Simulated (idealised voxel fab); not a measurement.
Title: Process Module voxel air gaps
Cross-section cut: width 185 nm, square cells of 5 nm.
Cross-section spec: square-cell grid; bands listed top down; each band is one or more rows. Top, bottom (nm), then materials left to right with widths (nm); lone material tagged "everywhere" fills the whole band edge to edge; "blank" = empty space. Height 0 is the level under which the wafer as received is all one material. The lowest band goes on downwards, as in "0 -> down". Graded width ("30..40"): value in top row of band = first number; value in bottom row = second number; row-to-row change constant. Given "nothing changed" for a step, no cell of the cross-section differs between before and after that step. "Sealed internal voids" means: voids of 8 cells or more that are shut off from the top with no open way through. Written width x height at distance, distance from the left edge, in nm. Where a step's line continues beyond its settings, the continuation is a remark by the simulator itself on that step. Among the settings permitted on a step's line is "overlay nm"; applied to a step with a mask, it specifies the extent to which the mask lay to the right of its planned position, whereas a negative figure signifies a position to the left.
[Process steps (planned)]
1) RECEIVE (material Si)
2) CONFORMAL_DEP (material SiO2; thk nm 10)
3) CONFORMAL_DEP (material SiCN; thk nm 5)
4) DIRECTIONAL_DEP (material SiO2; thk nm 30)
5) PATTERN (tone open; mask id LINES; material resist; width nm 20; pitch nm 50; thk nm 20; overlay nm 0)
6) DIRECTIONAL_ETCH (etch materials SiO2; depth nm 30)
7) STRIP (etch materials resist)
8) CONFORMAL_DEP (material TiN; thk nm 5)
9) FILL_DEP (material Cu; thk nm 5)
10) CMP (height nm 45)
11) EPI (material Ru; thk nm 10)
12) SELECTIVE_ETCH (etch materials SiO2; depth nm 40)
13) CONFORMAL_DEP (material SiCN; thk nm 5)
[as received, after step 1]
* 0 -> down: Si everywhere
* Sealed internal voids: none
[Result of the module, cross-sectioned: start per above, plan per above, one error in how it was run]
* 60 -> 55: blank (20) | SiCN (150) | blank (15)
* 55 -> 45: blank (20) | SiCN (5) | Ru (40) | SiCN (10) | Ru (40) | SiCN (10) | Ru (40) | SiCN (5) | blank (15)
* 45 -> 40: blank (20) | SiCN (15) | TiN (5) | Cu (10) | TiN (5) | SiCN (30) | TiN (5) | Cu (10) | TiN (5) | SiCN (30) | TiN (5) | Cu (10) | TiN (5) | SiCN (15) | blank (15)
* 40 -> 20: blank (30) | SiCN (5) | TiN (5) | Cu (10) | TiN (5) | SiCN (5) | blank (20) | SiCN (5) | TiN (5) | Cu (10) | TiN (5) | SiCN (5) | blank (20) | SiCN (5) | TiN (5) | Cu (10) | TiN (5) | SiCN (5) | blank (25)
* 20 -> 15: SiCN (35) | TiN (20) | SiCN (30) | TiN (20) | SiCN (30) | TiN (20) | SiCN (30)
* 15 -> 10: SiCN everywhere
* 10 -> 0: SiO2 everywhere
* 0 -> down: Si everywhere
* Sealed internal voids: 20 x 20 at 60; 20 x 20 at 110
Want to know what went wrong? step 5 deviated from plan and actually ran as PATTERN (tone open; mask id LINES; material resist; width nm 20; pitch nm 50; thk nm 20; overlay nm 5)
